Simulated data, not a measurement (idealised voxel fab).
Process module under the name voxel lift off
The figure presents cross-section cut, which has a width of 265 nm and is divided into square cells with an edge length of 5 nm.
Each cross-section below is a grid of square cells, stated as bands in top-down order, with one or more rows of cells making up each band. Each band's line starts with the height of the band's top and of its bottom, in nm. Then come its materials from left to right, each with its width in nm. One material with "everywhere" fills the band from edge to edge. "blank" is empty space. Below 0: as-received wafer, all one material; heights counted from there. Lowest band: no bottom, goes on down, written "top 0, no bottom". Quick explanation for "30->40": the width changes in equal steps down the rows of cells, from the first number in the band's top row to the second number in its bottom row. "no alteration" after a step means that no cell of the cross-section changed. Entry "Trapped cavities" = empty spaces >= 8 cells with no open way to the top; each as width x height at distance, distance from left edge, all nm. It should be noted that, on the line of a given step, the content following the step's settings is a remark produced by the simulator itself with respect to that step. The line of a step may include "overlay nm". On a step with a mask, this value is how far to the right of its planned place the mask lay. A negative value means the mask lay to the left.
### Here's what the planned process steps look like
1,RECEIVE with material Si
2,CONFORMAL_DEP with material SiO2, thk nm 5
3,PATTERN with tone open, mask id LINES, material resist, width nm 20, pitch nm 50, thk nm 30, overlay nm 0
4,DIRECTIONAL_DEP with material Ru, thk nm 15
5,STRIP with etch materials resist
6,CONFORMAL_DEP with material SiO2, thk nm 5
### Incoming wafer in cross-section (state: after step 1)
  top 0, no bottom  Si everywhere
  Trapped cavities: none
### Wafer cross-section at end of module: start and plan as shown above, one execution error
  top 25, bottom 10  blank (90), Ru (30), blank (20), Ru (30), blank (95)
  top 10, bottom 5  Ru everywhere
  top 5, bottom 0  SiO2 everywhere
  top 0, no bottom  Si everywhere
  Trapped cavities: none
Diagnosis: step 6 changed vs plan, executed as CONFORMAL_DEP with material Ru, thk nm 5
